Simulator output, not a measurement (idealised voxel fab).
Process module, titled voxel trench capacitor
In the cross-section labelled cut, the width is 200 nm and each square cell is 5 nm.
Cross-section layout: square cells on a grid; listed as bands, top to bottom; a band spans one or more cell rows. Per band: top height and bottom height in nm, followed by the left-to-right materials and their widths in nm; "everywhere" marks a single material spanning edge to edge, "blank" marks empty space. We count height from 0. Below that, the starting wafer is all one material. The lowest band never ends at the bottom but goes on down; see "from 0 down" for how that is written. Graded width ("30..40"): value in top row of band = first number; value in bottom row = second number; row-to-row change constant. Any step labelled "nothing was modified" changed none of the cells in the cross-section. Enclosed voids (no open way to top), threshold 8 cells or more, entry "Unvented cavities", notation width x height at distance, distance from left edge, nm. It should be noted that, on the line of a given step, the content following the step's settings is a remark produced by the simulator itself with respect to that step. The optional step-line setting "overlay nm" applies to steps with a mask and quantifies how far to the right of its planned location the mask lay, a negative value indicating leftward placement.

-- The planned process steps are enumerated hereunder
1: op RECEIVE | material Si
2: op CONFORMAL_DEP | material SiN | thk nm 5
3: op DIRECTIONAL_DEP | material aC | thk nm 10
4: op PATTERN | tone open | mask id TRENCH | material resist | width nm 25 | pitch nm 55 | thk nm 30 | overlay nm 0
5: op DIRECTIONAL_ETCH | etch materials aC | depth nm 10
6: op STRIP | etch materials resist
7: op DIRECTIONAL_ETCH | etch materials SiN | depth nm 5
8: op DIRECTIONAL_ETCH | etch materials Si | depth nm 35
9: op STRIP | etch materials aC
10: op CONFORMAL_DEP | material Al2O3 | thk nm 5
11: op FILL_DEP | material polySi | thk nm 5
12: op CMP | height nm 5

-- Delivered wafer in cross-section: state after step 1
> from 0 down | Si everywhere
> Unvented cavities: none

-- First of two wafers at the end of the module, shown in cross-section; run carried out as planned
> from 5 to 0 | SiN=60 | Al2O3=5 | polySi=15 | Al2O3=5 | SiN=30 | Al2O3=5 | polySi=15 | Al2O3=5 | SiN=60
> from 0 to -30 | Si=60 | Al2O3=5 | polySi=15 | Al2O3=5 | Si=30 | Al2O3=5 | polySi=15 | Al2O3=5 | Si=60
> from -30 to -35 | Si=60 | Al2O3=25 | Si=30 | Al2O3=25 | Si=60
> from -35 down | Si everywhere
> Unvented cavities: none

-- End-of-module cross-section of the second wafer: identical starting point and process plan to the first, with one processing mistake
> from 5 to 0 | polySi=55 | Al2O3=5 | SiN=25 | Al2O3=5 | polySi=20 | Al2O3=5 | SiN=25 | Al2O3=5 | polySi=55
> from 0 to -30 | polySi=55 | Al2O3=5 | Si=25 | Al2O3=5 | polySi=20 | Al2O3=5 | Si=25 | Al2O3=5 | polySi=55
> from -30 to -35 | Al2O3=60 | Si=25 | Al2O3=30 | Si=25 | Al2O3=60
> from -35 down | Si everywhere
> Unvented cavities: none
What was the processing mistake? it should be noted that step 4 was executed with settings other than those planned, the operation and settings actually applied being op PATTERN | tone cover | mask id TRENCH | material resist | width nm 25 | pitch nm 55 | thk nm 30 | overlay nm 0
Heads up, by the end the second wafer has more or fewer cells of some materials compared to the first: Al2O3: 20 more, Si: 140 fewer, SiN: 20 fewer, polySi: 140 more
